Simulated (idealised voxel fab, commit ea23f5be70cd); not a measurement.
This is a process module. Its name is voxel gate over fins.
Cross-sectional view cut (width: 170 nm; square cell size: 5 nm).
Heads up, the way a cross-section reads in here is a grid of square cells, handed over as bands from the top down, with every band being one or more rows of cells. Band: top height; bottom height; in nm. Then, left to right: material with width in nm, for each material. "all across": a single material spanning edge to edge. "empty": empty space. The reference from which all heights are counted is 0, the level beneath which the as-received wafer is entirely one material; the lowest band, having no lower bound, proceeds downward and is written after the example "0 nm and below". It should be noted that a width expressed as "30..40" varies in equal increments from row to row of cells within the band, taking the value of the first number at the top row and that of the second number at the bottom row. Given "nothing changed" for a step, no cell of the cross-section differs between before and after that step. "Fully closed voids" specifies each empty space that is not open to the top and that occupies no fewer than 8 cells, using the form width x height at distance, the distance measured from the left edge and all three quantities in nm. What comes after the settings on a step's line is commentary from the simulator itself on that step. overlay nm: on a step with a mask, how far right of its planned place the mask lay; negative means left.
Process steps foreseen in the plan:
1) RECEIVE: material Si
2) CONFORMAL_DEP: material SiN, thk nm 5
3) DIRECTIONAL_DEP: material aC, thk nm 10
4) PATTERN: tone cover, mask id FINS, material resist, width nm 15, pitch nm 55, thk nm 30, overlay nm 0
5) DIRECTIONAL_ETCH: etch materials aC, depth nm 10
6) STRIP: etch materials resist
7) DIRECTIONAL_ETCH: etch materials SiN, depth nm 5
8) DIRECTIONAL_ETCH: etch materials Si, depth nm 30
9) STRIP: etch materials aC
10) OXIDIZE: depth nm 5
11) FILL_DEP: material SiO2, thk nm 5
12) CMP: height nm 5
13) MASKED_ETCH: tone open, mask id RAIL, width nm 15, etch materials SiO2, depth nm 30, overlay nm 0
14) CONFORMAL_DEP: material TiN, thk nm 5
15) FILL_DEP: material W, thk nm 5
16) CMP: height nm 5
17) SELECTIVE_ETCH: etch materials W Ru TiN, depth nm 25
18) FILL_DEP: material SiO2, thk nm 5
19) CMP: height nm 5
20) SELECTIVE_ETCH: etch materials SiO2, depth nm 20
21) STRIP: etch materials SiN
22) CONFORMAL_DEP: material HfO2, thk nm 5
23) CONFORMAL_DEP: material TiN, thk nm 5
24) FILL_DEP: material W, thk nm 15
25) CMP: height nm 20
26) CONFORMAL_DEP: material SiN, thk nm 10
The first of a set of two wafers, run to plan:
Delivered wafer in cross-section: state after step 1:
* 0 nm and below | Si all across
* Fully closed voids: none
Cross-section: wafer state after step 2:
* 5 nm to 0 nm | SiN all across
* below 0: unchanged
Cross-section: wafer state after step 3:
* 15 nm to 5 nm | aC all across
* below 5: unchanged
Cross-section: wafer state after step 4:
* 45 nm to 15 nm | 20 nm empty, 15 nm resist, 40 nm empty, 15 nm resist, 40 nm empty, 15 nm resist, 25 nm empty
* below 15: unchanged
Cross-section: wafer state after step 5:
* 35 nm to 15 nm | 20 nm empty, 15 nm resist, 40 nm empty, 15 nm resist, 40 nm empty, 15 nm resist, 25 nm empty
* 15 nm to 5 nm | 20 nm empty, 15 nm aC, 40 nm empty, 15 nm aC, 40 nm empty, 15 nm aC, 25 nm empty
* below 5: unchanged
Cross-section: wafer state after step 6:
* 15 nm to 5 nm | 20 nm empty, 15 nm aC, 40 nm empty, 15 nm aC, 40 nm empty, 15 nm aC, 25 nm empty
* below 5: unchanged
Cross-section: wafer state after step 7:
* 15 nm to 5 nm | 20 nm empty, 15 nm aC, 40 nm empty, 15 nm aC, 40 nm empty, 15 nm aC, 25 nm empty
* 5 nm to 0 nm | 20 nm empty, 15 nm SiN, 40 nm empty, 15 nm SiN, 40 nm empty, 15 nm SiN, 25 nm empty
* below 0: unchanged
Cross-section: wafer state after step 8:
* 15 nm to 5 nm | 20 nm empty, 15 nm aC, 40 nm empty, 15 nm aC, 40 nm empty, 15 nm aC, 25 nm empty
* 5 nm to 0 nm | 20 nm empty, 15 nm SiN, 40 nm empty, 15 nm SiN, 40 nm empty, 15 nm SiN, 25 nm empty
* 0 nm to -30 nm | 20 nm empty, 15 nm Si, 40 nm empty, 15 nm Si, 40 nm empty, 15 nm Si, 25 nm empty
* below -30: unchanged
Cross-section: wafer state after step 9:
* 5 nm to 0 nm | 20 nm empty, 15 nm SiN, 40 nm empty, 15 nm SiN, 40 nm empty, 15 nm SiN, 25 nm empty
* below 0: unchanged
Cross-section: wafer state after step 10:
* 5 nm to 0 nm | 20 nm empty, 15 nm SiN, 40 nm empty, 15 nm SiN, 40 nm empty, 15 nm SiN, 25 nm empty
* 0 nm to -30 nm | 20 nm empty, 5 nm SiO2, 5 nm Si, 5 nm SiO2, 40 nm empty, 5 nm SiO2, 5 nm Si, 5 nm SiO2, 40 nm empty, 5 nm SiO2, 5 nm Si, 5 nm SiO2, 25 nm empty
* -30 nm to -35 nm | 25 nm SiO2, 5 nm Si, 50 nm SiO2, 5 nm Si, 50 nm SiO2, 5 nm Si, 30 nm SiO2
* below -35: unchanged
Cross-section: wafer state after step 11:
* 10 nm to 5 nm | SiO2 all across
* 5 nm to 0 nm | 20 nm SiO2, 15 nm SiN, 40 nm SiO2, 15 nm SiN, 40 nm SiO2, 15 nm SiN, 25 nm SiO2
* 0 nm to -35 nm | 25 nm SiO2, 5 nm Si, 50 nm SiO2, 5 nm Si, 50 nm SiO2, 5 nm Si, 30 nm SiO2
* below -35: unchanged
Cross-section: wafer state after step 12:
* 5 nm to 0 nm | 20 nm SiO2, 15 nm SiN, 40 nm SiO2, 15 nm SiN, 40 nm SiO2, 15 nm SiN, 25 nm SiO2
* below 0: unchanged
Cross-section: wafer state after step 13:
* 5 nm to 0 nm | 20 nm SiO2, 15 nm SiN, 10 nm SiO2, 15 nm empty, 15 nm SiO2, 15 nm SiN, 40 nm SiO2, 15 nm SiN, 25 nm SiO2
* 0 nm to -25 nm | 25 nm SiO2, 5 nm Si, 15 nm SiO2, 15 nm empty, 20 nm SiO2, 5 nm Si, 50 nm SiO2, 5 nm Si, 30 nm SiO2
* below -25: unchanged
Cross-section: wafer state after step 14:
* 10 nm to 5 nm | 50 nm TiN, 5 nm empty, 115 nm TiN
* 5 nm to 0 nm | 20 nm SiO2, 15 nm SiN, 10 nm SiO2, 5 nm TiN, 5 nm empty, 5 nm TiN, 15 nm SiO2, 15 nm SiN, 40 nm SiO2, 15 nm SiN, 25 nm SiO2
* 0 nm to -20 nm | 25 nm SiO2, 5 nm Si, 15 nm SiO2, 5 nm TiN, 5 nm empty, 5 nm TiN, 20 nm SiO2, 5 nm Si, 50 nm SiO2, 5 nm Si, 30 nm SiO2
* -20 nm to -25 nm | 25 nm SiO2, 5 nm Si, 15 nm SiO2, 15 nm TiN, 20 nm SiO2, 5 nm Si, 50 nm SiO2, 5 nm Si, 30 nm SiO2
* below -25: unchanged
Cross-section: wafer state after step 15:
* 15 nm to 10 nm | W all across
* 10 nm to 5 nm | 50 nm TiN, 5 nm W, 115 nm TiN
* 5 nm to 0 nm | 20 nm SiO2, 15 nm SiN, 10 nm SiO2, 5 nm TiN, 5 nm W, 5 nm TiN, 15 nm SiO2, 15 nm SiN, 40 nm SiO2, 15 nm SiN, 25 nm SiO2
* 0 nm to -20 nm | 25 nm SiO2, 5 nm Si, 15 nm SiO2, 5 nm TiN, 5 nm W, 5 nm TiN, 20 nm SiO2, 5 nm Si, 50 nm SiO2, 5 nm Si, 30 nm SiO2
* below -20: unchanged
Cross-section: wafer state after step 16:
* 5 nm to 0 nm | 20 nm SiO2, 15 nm SiN, 10 nm SiO2, 5 nm TiN, 5 nm W, 5 nm TiN, 15 nm SiO2, 15 nm SiN, 40 nm SiO2, 15 nm SiN, 25 nm SiO2
* below 0: unchanged
Cross-section: wafer state after step 17:
* 5 nm to 0 nm | 20 nm SiO2, 15 nm SiN, 10 nm SiO2, 15 nm empty, 15 nm SiO2, 15 nm SiN, 40 nm SiO2, 15 nm SiN, 25 nm SiO2
* 0 nm to -20 nm | 25 nm SiO2, 5 nm Si, 15 nm SiO2, 15 nm empty, 20 nm SiO2, 5 nm Si, 50 nm SiO2, 5 nm Si, 30 nm SiO2
* below -20: unchanged
Cross-section: wafer state after step 18:
* 10 nm to 5 nm | SiO2 all across
* 5 nm to 0 nm | 20 nm SiO2, 15 nm SiN, 40 nm SiO2, 15 nm SiN, 40 nm SiO2, 15 nm SiN, 25 nm SiO2
* 0 nm to -20 nm | 25 nm SiO2, 5 nm Si, 50 nm SiO2, 5 nm Si, 50 nm SiO2, 5 nm Si, 30 nm SiO2
* below -20: unchanged
Cross-section: wafer state after step 19:
* 5 nm to 0 nm | 20 nm SiO2, 15 nm SiN, 40 nm SiO2, 15 nm SiN, 40 nm SiO2, 15 nm SiN, 25 nm SiO2
* below 0: unchanged
Cross-section: wafer state after step 20:
* 5 nm to 0 nm | 20 nm empty, 15 nm SiN, 40 nm empty, 15 nm SiN, 40 nm empty, 15 nm SiN, 25 nm empty
* 0 nm to -15 nm | 25 nm empty, 5 nm Si, 50 nm empty, 5 nm Si, 50 nm empty, 5 nm Si, 30 nm empty
* below -15: unchanged
Cross-section: wafer state after step 21:
* 0 nm to -15 nm | 25 nm empty, 5 nm Si, 50 nm empty, 5 nm Si, 50 nm empty, 5 nm Si, 30 nm empty
* below -15: unchanged
Cross-section: wafer state after step 22:
* 5 nm to 0 nm | 20 nm empty, 15 nm HfO2, 40 nm empty, 15 nm HfO2, 40 nm empty, 15 nm HfO2, 25 nm empty
* 0 nm to -10 nm | 20 nm empty, 5 nm HfO2, 5 nm Si, 5 nm HfO2, 40 nm empty, 5 nm HfO2, 5 nm Si, 5 nm HfO2, 40 nm empty, 5 nm HfO2, 5 nm Si, 5 nm HfO2, 25 nm empty
* -10 nm to -15 nm | 25 nm HfO2, 5 nm Si, 50 nm HfO2, 5 nm Si, 50 nm HfO2, 5 nm Si, 30 nm HfO2
* below -15: unchanged
Cross-section: wafer state after step 23:
* 10 nm to 5 nm | 15 nm empty, 25 nm TiN, 30 nm empty, 25 nm TiN, 30 nm empty, 25 nm TiN, 20 nm empty
* 5 nm to 0 nm | 15 nm empty, 5 nm TiN, 15 nm HfO2, 5 nm TiN, 30 nm empty, 5 nm TiN, 15 nm HfO2, 5 nm TiN, 30 nm empty, 5 nm TiN, 15 nm HfO2, 5 nm TiN, 20 nm empty
* 0 nm to -5 nm | 15 nm empty, 5 nm TiN, 5 nm HfO2, 5 nm Si, 5 nm HfO2, 5 nm TiN, 30 nm empty, 5 nm TiN, 5 nm HfO2, 5 nm Si, 5 nm HfO2, 5 nm TiN, 30 nm empty, 5 nm TiN, 5 nm HfO2, 5 nm Si, 5 nm HfO2, 5 nm TiN, 20 nm empty
* -5 nm to -10 nm | 20 nm TiN, 5 nm HfO2, 5 nm Si, 5 nm HfO2, 40 nm TiN, 5 nm HfO2, 5 nm Si, 5 nm HfO2, 40 nm TiN, 5 nm HfO2, 5 nm Si, 5 nm HfO2, 25 nm TiN
* below -10: unchanged
Cross-section: wafer state after step 24:
* 25 nm to 10 nm | W all across
* 10 nm to 5 nm | 15 nm W, 25 nm TiN, 30 nm W, 25 nm TiN, 30 nm W, 25 nm TiN, 20 nm W
* 5 nm to 0 nm | 15 nm W, 5 nm TiN, 15 nm HfO2, 5 nm TiN, 30 nm W, 5 nm TiN, 15 nm HfO2, 5 nm TiN, 30 nm W, 5 nm TiN, 15 nm HfO2, 5 nm TiN, 20 nm W
* 0 nm to -5 nm | 15 nm W, 5 nm TiN, 5 nm HfO2, 5 nm Si, 5 nm HfO2, 5 nm TiN, 30 nm W, 5 nm TiN, 5 nm HfO2, 5 nm Si, 5 nm HfO2, 5 nm TiN, 30 nm W, 5 nm TiN, 5 nm HfO2, 5 nm Si, 5 nm HfO2, 5 nm TiN, 20 nm W
* below -5: unchanged
Cross-section: wafer state after step 25:
* 20 nm to 10 nm | W all across
* below 10: unchanged
Cross-section: wafer state after step 26:
* 30 nm to 20 nm | SiN all across
* below 20: unchanged
Second wafer. Start and plan as for the first. One mistake made in running. Agrees with the first up to and including step 3:
Here is the second wafer in cross-section at the point where step 4 of the plan should have been done:
* 45 nm to 15 nm | 20 nm resist, 15 nm empty, 40 nm resist, 15 nm empty, 40 nm resist, 15 nm empty, 25 nm resist
* below 15: unchanged
Here is the second wafer in cross-section at the point where step 5 of the plan should have been done:
* 35 nm to 15 nm | 20 nm resist, 15 nm empty, 40 nm resist, 15 nm empty, 40 nm resist, 15 nm empty, 25 nm resist
* 15 nm to 5 nm | 20 nm aC, 15 nm empty, 40 nm aC, 15 nm empty, 40 nm aC, 15 nm empty, 25 nm aC
* below 5: unchanged
Here is the second wafer in cross-section at the point where step 6 of the plan should have been done:
* 15 nm to 5 nm | 20 nm aC, 15 nm empty, 40 nm aC, 15 nm empty, 40 nm aC, 15 nm empty, 25 nm aC
* below 5: unchanged
Here is the second wafer in cross-section at the point where step 7 of the plan should have been done:
* 15 nm to 5 nm | 20 nm aC, 15 nm empty, 40 nm aC, 15 nm empty, 40 nm aC, 15 nm empty, 25 nm aC
* 5 nm to 0 nm | 20 nm SiN, 15 nm empty, 40 nm SiN, 15 nm empty, 40 nm SiN, 15 nm empty, 25 nm SiN
* below 0: unchanged
Here is the second wafer in cross-section at the point where step 8 of the plan should have been done:
* 15 nm to 5 nm | 20 nm aC, 15 nm empty, 40 nm aC, 15 nm empty, 40 nm aC, 15 nm empty, 25 nm aC
* 5 nm to 0 nm | 20 nm SiN, 15 nm empty, 40 nm SiN, 15 nm empty, 40 nm SiN, 15 nm empty, 25 nm SiN
* 0 nm to -30 nm | 20 nm Si, 15 nm empty, 40 nm Si, 15 nm empty, 40 nm Si, 15 nm empty, 25 nm Si
* below -30: unchanged
Here is the second wafer in cross-section at the point where step 9 of the plan should have been done:
* 5 nm to 0 nm | 20 nm SiN, 15 nm empty, 40 nm SiN, 15 nm empty, 40 nm SiN, 15 nm empty, 25 nm SiN
* below 0: unchanged
Here is the second wafer in cross-section at the point where step 10 of the plan should have been done:
* 5 nm to 0 nm | 20 nm SiN, 15 nm empty, 40 nm SiN, 15 nm empty, 40 nm SiN, 15 nm empty, 25 nm SiN
* 0 nm to -30 nm | 15 nm Si, 5 nm SiO2, 15 nm empty, 5 nm SiO2, 30 nm Si, 5 nm SiO2, 15 nm empty, 5 nm SiO2, 30 nm Si, 5 nm SiO2, 15 nm empty, 5 nm SiO2, 20 nm Si
* -30 nm to -35 nm | 15 nm Si, 25 nm SiO2, 30 nm Si, 25 nm SiO2, 30 nm Si, 25 nm SiO2, 20 nm Si
* below -35: unchanged
Here is the second wafer in cross-section at the point where step 11 of the plan should have been done:
* 10 nm to 5 nm | SiO2 all across
* 5 nm to 0 nm | 20 nm SiN, 15 nm SiO2, 40 nm SiN, 15 nm SiO2, 40 nm SiN, 15 nm SiO2, 25 nm SiN
* 0 nm to -35 nm | 15 nm Si, 25 nm SiO2, 30 nm Si, 25 nm SiO2, 30 nm Si, 25 nm SiO2, 20 nm Si
* below -35: unchanged
Here is the second wafer in cross-section at the point where step 12 of the plan should have been done:
* 5 nm to 0 nm | 20 nm SiN, 15 nm SiO2, 40 nm SiN, 15 nm SiO2, 40 nm SiN, 15 nm SiO2, 25 nm SiN
* below 0: unchanged
Here is the second wafer in cross-section at the point where step 13 of the plan should have been done: nothing changed
Here is the second wafer in cross-section at the point where step 14 of the plan should have been done:
* 10 nm to 5 nm | TiN all across
* below 5: unchanged
Here is the second wafer in cross-section at the point where step 15 of the plan should have been done:
* 15 nm to 10 nm | W all across
* below 10: unchanged
Here is the second wafer in cross-section at the point where step 16 of the plan should have been done:
* 5 nm to 0 nm | 20 nm SiN, 15 nm SiO2, 40 nm SiN, 15 nm SiO2, 40 nm SiN, 15 nm SiO2, 25 nm SiN
* below 0: unchanged
Here is the second wafer in cross-section at the point where step 17 of the plan should have been done: nothing changed
Here is the second wafer in cross-section at the point where step 18 of the plan should have been done:
* 10 nm to 5 nm | SiO2 all across
* below 5: unchanged
Here is the second wafer in cross-section at the point where step 19 of the plan should have been done:
* 5 nm to 0 nm | 20 nm SiN, 15 nm SiO2, 40 nm SiN, 15 nm SiO2, 40 nm SiN, 15 nm SiO2, 25 nm SiN
* below 0: unchanged
Here is the second wafer in cross-section at the point where step 20 of the plan should have been done:
* 5 nm to 0 nm | 20 nm SiN, 15 nm empty, 40 nm SiN, 15 nm empty, 40 nm SiN, 15 nm empty, 25 nm SiN
* 0 nm to -15 nm | 15 nm Si, 25 nm empty, 30 nm Si, 25 nm empty, 30 nm Si, 25 nm empty, 20 nm Si
* below -15: unchanged
Here is the second wafer in cross-section at the point where step 21 of the plan should have been done:
* 0 nm to -15 nm | 15 nm Si, 25 nm empty, 30 nm Si, 25 nm empty, 30 nm Si, 25 nm empty, 20 nm Si
* below -15: unchanged
Here is the second wafer in cross-section at the point where step 22 of the plan should have been done:
* 5 nm to 0 nm | 20 nm HfO2, 15 nm empty, 40 nm HfO2, 15 nm empty, 40 nm HfO2, 15 nm empty, 25 nm HfO2
* 0 nm to -10 nm | 15 nm Si, 5 nm HfO2, 15 nm empty, 5 nm HfO2, 30 nm Si, 5 nm HfO2, 15 nm empty, 5 nm HfO2, 30 nm Si, 5 nm HfO2, 15 nm empty, 5 nm HfO2, 20 nm Si
* -10 nm to -15 nm | 15 nm Si, 25 nm HfO2, 30 nm Si, 25 nm HfO2, 30 nm Si, 25 nm HfO2, 20 nm Si
* below -15: unchanged
Here is the second wafer in cross-section at the point where step 23 of the plan should have been done:
* 10 nm to 5 nm | 25 nm TiN, 5 nm empty, 50 nm TiN, 5 nm empty, 50 nm TiN, 5 nm empty, 30 nm TiN
* 5 nm to 0 nm | 20 nm HfO2, 5 nm TiN, 5 nm empty, 5 nm TiN, 40 nm HfO2, 5 nm TiN, 5 nm empty, 5 nm TiN, 40 nm HfO2, 5 nm TiN, 5 nm empty, 5 nm TiN, 25 nm HfO2
* 0 nm to -5 nm | 15 nm Si, 5 nm HfO2, 5 nm TiN, 5 nm empty, 5 nm TiN, 5 nm HfO2, 30 nm Si, 5 nm HfO2, 5 nm TiN, 5 nm empty, 5 nm TiN, 5 nm HfO2, 30 nm Si, 5 nm HfO2, 5 nm TiN, 5 nm empty, 5 nm TiN, 5 nm HfO2, 20 nm Si
* -5 nm to -10 nm | 15 nm Si, 5 nm HfO2, 15 nm TiN, 5 nm HfO2, 30 nm Si, 5 nm HfO2, 15 nm TiN, 5 nm HfO2, 30 nm Si, 5 nm HfO2, 15 nm TiN, 5 nm HfO2, 20 nm Si
* below -10: unchanged
Here is the second wafer in cross-section at the point where step 24 of the plan should have been done:
* 25 nm to 10 nm | W all across
* 10 nm to 5 nm | 25 nm TiN, 5 nm W, 50 nm TiN, 5 nm W, 50 nm TiN, 5 nm W, 30 nm TiN
* 5 nm to 0 nm | 20 nm HfO2, 5 nm TiN, 5 nm W, 5 nm TiN, 40 nm HfO2, 5 nm TiN, 5 nm W, 5 nm TiN, 40 nm HfO2, 5 nm TiN, 5 nm W, 5 nm TiN, 25 nm HfO2
* 0 nm to -5 nm | 15 nm Si, 5 nm HfO2, 5 nm TiN, 5 nm W, 5 nm TiN, 5 nm HfO2, 30 nm Si, 5 nm HfO2, 5 nm TiN, 5 nm W, 5 nm TiN, 5 nm HfO2, 30 nm Si, 5 nm HfO2, 5 nm TiN, 5 nm W, 5 nm TiN, 5 nm HfO2, 20 nm Si
* below -5: unchanged
Here is the second wafer in cross-section at the point where step 25 of the plan should have been done:
* 20 nm to 10 nm | W all across
* below 10: unchanged
Here is the second wafer in cross-section at the point where step 26 of the plan should have been done:
* 30 nm to 20 nm | SiN all across
* below 20: unchanged
What went wrong in running the wafer? step 4 did not happen as planned, as run it was PATTERN: tone open, mask id FINS, material resist, width nm 15, pitch nm 55, thk nm 30, overlay nm 0
Final comparison by cell count, materials where the second wafer has more or fewer than the first: Si: 112 more | SiO2: 61 fewer | TiN: 3 fewer | W: 48 fewer
